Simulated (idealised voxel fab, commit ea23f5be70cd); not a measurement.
You're looking at the process module voxel tone inversion.
Each square cell in cross-section cut measures 5 nm, and the section as a whole is 165 nm wide.
Heads up, the way a cross-section reads in here is a grid of square cells, handed over as bands from the top down, with every band being one or more rows of cells.
Band: top height; bottom height; in nm. Then, left to right: material with width in nm, for each material. "full width": a single material spanning edge to edge. "blank": empty space.
The level at which height equals 0 is the one under which the wafer, as it arrives, is entirely one material. No lower edge exists for the bottom band, which continues downward and is notated as in "0 -> down".
When a width is written as two numbers, as in "30->40", the first number is the width in the top row of cells of the band and the second is the width in its bottom row, and the width changes by the same amount from each row to the next.
Where the words "nothing altered" appear for a step, the cross-section shows no cell changed by that step; every cell remained as before.
The entry "Unvented voids" lists the empty spaces that cover at least 8 cells and have no open path to the top. Each is written as width x height at distance, where the distance is measured from the left edge and all three values are in nm.
Formally, on a step line, whatever follows the settings is a remark that the simulator itself makes on the step.
overlay nm: mask right of planned place by this much (step with mask). Neg. = left.
Steps in the process plan
step 1: op RECEIVE | material Si
step 2: op CONFORMAL_DEP | material SiCN | thk nm 5
step 3: op DIRECTIONAL_DEP | material polySi | thk nm 15
step 4: op PATTERN | tone cover | mask id POSTS | material resist | width nm 15 | pitch nm 40 | thk nm 20 | overlay nm 0
step 5: op DIRECTIONAL_ETCH | etch materials polySi | depth nm 15
step 6: op STRIP | etch materials resist
step 7: op FILL_DEP | material SiO2 | thk nm 5
step 8: op CMP | height nm 20
step 9: op STRIP | etch materials polySi
The width nm used in step 4 is not the same on every wafer, whereas the starting condition is; the value printed in the plan is the first wafer's.
Incoming state of the first of several wafers in cross-section: after step 1
  0 -> down = Si full width
  Unvented voids: none
Per wafer (row), end of module: delta in cells per material since receipt, (+) for gained, (-) for lost; closed voids after that
width nm 15, +33 SiCN, +81 SiO2, Unvented voids: none
width nm 20, +33 SiCN, +75 SiO2, Unvented voids: none
width nm 25, +33 SiCN, +69 SiO2, Unvented voids: none
